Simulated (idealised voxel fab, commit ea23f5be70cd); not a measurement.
Name of the process module below: voxel gate over fins
Section shown: cut. Width: 260 nm. Cell size: 5 nm, square.
Cross-section spec: square-cell grid; bands listed top down; each band is one or more rows.
The entry gives the band's vertical extent as a top height and a bottom height in nm, then its horizontal make-up as materials from left to right, each with a width in nm. "empty" stands for empty space; a single material marked "everywhere" fills the band edge to edge.
For the purposes of this specification, 0 denotes the height below which the wafer in its as-received condition is composed wholly of one material, and the lowermost band, lacking a lower limit, extends downward without end, as expressed in "0 down".
A two-number width, for instance "30..40", indicates that the width is equal to the first number in the top row of the band and to the second number in the bottom row, and that it changes by a constant amount per row of cells.
It should be understood that the words "changes: none", when stated for a given step, signify that the cross-section underwent no change in any of its cells during that step.
Voids not open to the top, 8 cells minimum: see "Cavities, closed". Written width x height at distance; distance is from the left edge; nm.
Formally, on a step line, whatever follows the settings is a remark that the simulator itself makes on the step.
"overlay nm", when on a step's line for a step with a mask, measures how far to the right of its planned place the mask lay; a negative measure means to the left.
Planned step list for the process
1 RECEIVE | material Si
2 CONFORMAL_DEP | material SiN | thk nm 5
3 PATTERN | tone cover | mask id FINS | material resist | width nm 15 | pitch nm 60 | thk nm 20 | overlay nm 0
4 DIRECTIONAL_ETCH | etch materials SiN | depth nm 5
5 DIRECTIONAL_ETCH | etch materials Si | depth nm 40
6 STRIP | etch materials resist
7 OXIDIZE | depth nm 5
8 FILL_DEP | material SiO2 | thk nm 10
9 CMP | height nm 5
10 PATTERN | tone open | mask id RAIL | material resist | width nm 15 | thk nm 15 | overlay nm 0
11 DIRECTIONAL_ETCH | etch materials SiO2 | depth nm 40
12 STRIP | etch materials resist
13 CONFORMAL_DEP | material TiN | thk nm 5
14 FILL_DEP | material Ru | thk nm 5
15 CMP | height nm 0
16 SELECTIVE_ETCH | etch materials W Ru TiN | depth nm 30
17 FILL_DEP | material SiO2 | thk nm 5
18 CMP | height nm 5
19 SELECTIVE_ETCH | etch materials SiO2 | depth nm 20
20 STRIP | etch materials SiN
21 CONFORMAL_DEP | material HfO2 | thk nm 5
22 CONFORMAL_DEP | material TiN | thk nm 5
23 CONFORMAL_DEP | material TiAl | thk nm 5
24 CONFORMAL_DEP | material TiN | thk nm 5
25 FILL_DEP | material W | thk nm 15
26 CMP | height nm 30
27 CONFORMAL_DEP | material SiCN | thk nm 10
For this document, wafers share an identical start and vary in the step 15 height nm; the plan quotes the first wafer's value.
The first of several wafers in cross-section, exactly as it reached us after step 1
* 0 down: Si everywhere
* Cavities, closed: none
Below: a row per wafer. Contents at end of module: for every material, cells gained since receipt (+) or lost since receipt (-); then closed voids
height nm 0 | +70 HfO2 | -441 Si | +104 SiCN | +291 SiO2 | +70 TiAl | +143 TiN | +179 W | Cavities, closed: none
height nm 5 | +70 HfO2 | +1 Ru | -441 Si | +104 SiCN | +288 SiO2 | +70 TiAl | +145 TiN | +179 W | Cavities, closed: none
height nm 10 | +70 HfO2 | +2 Ru | -441 Si | +104 SiCN | +285 SiO2 | +70 TiAl | +147 TiN | +179 W | Cavities, closed: none
height nm 15 | +70 HfO2 | +3 Ru | -441 Si | +104 SiCN | +282 SiO2 | +70 TiAl | +149 TiN | +179 W | Cavities, closed: none
